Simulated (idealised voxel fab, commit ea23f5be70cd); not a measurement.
process module | voxel tone inversion
cross-section cut | 200 nm wide | cells 5 nm
A cross-section is a grid of square cells, given in bands from the top down. A band is one or more rows of cells.
Each band's line starts with the height of the band's top and of its bottom, in nm. Then come its materials from left to right, each with its width in nm. One material with "throughout" fills the band from edge to edge. "air" is empty space.
Height 0 is the level under which the wafer as received is all one material. The lowest band goes on downwards, as in "0 down".
A width such as "30 to 40" changes by the same amount from each row of cells to the next, from the band's top row to its bottom row.
"no change" after a step means that no cell of the cross-section changed.
closed voids: empty space of 8 cells or more with no open way to the top, each as width x height at its distance from the left edge, in nm
after a step's settings: what the simulator itself notes on the step
overlay nm, on a step with a mask: how far to the right of its planned place the mask lay; to the left if negative
plan
1 op RECEIVE | material Si
2 op CONFORMAL_DEP | material SiN | thk nm 10
3 op DIRECTIONAL_DEP | material polySi | thk nm 15
4 op PATTERN | tone cover | mask id POSTS | material resist | width nm 15 | pitch nm 35 | thk nm 25 | overlay nm 0
5 op DIRECTIONAL_ETCH | etch materials polySi | depth nm 15
6 op STRIP | etch materials resist
7 op FILL_DEP | material SiO2 | thk nm 10
8 op CMP | height nm 25
9 op STRIP | etch materials polySi
10 op CONFORMAL_DEP | material TiN | thk nm 5
11 op FILL_DEP | material Ru | thk nm 10
12 op CMP | height nm 25
13 op CONFORMAL_DEP | material SiN | thk nm 5
as received, after step 1
  0 down: Si throughout
  closed voids: none
first wafer at the end, as planned
  30 to 25: SiN throughout
  25 to 15: SiO2 55 | TiN 5 | Ru 5 | TiN 5 | SiO2 20 | TiN 5 | Ru 5 | TiN 5 | SiO2 20 | TiN 5 | Ru 5 | TiN 5 | SiO2 60
  15 to 10: SiO2 55 | TiN 15 | SiO2 20 | TiN 15 | SiO2 20 | TiN 15 | SiO2 60
  10 to 0: SiN throughout
  0 down: Si throughout
  closed voids: none
second wafer at the end: like start, like plan, one mistake
  30 to 25: SiN throughout
  25 to 15: SiO2 throughout
  15 to 0: SiO2 55 | polySi 15 | SiO2 20 | polySi 15 | SiO2 20 | polySi 15 | SiO2 60
  0 down: Si throughout
  closed voids: none
what went wrong: step 2 was left out
at the end the second wafer has, in cells: 6 fewer of Ru | 80 fewer of SiN | 80 more of SiO2 | 21 fewer of TiN | 27 more of polySi
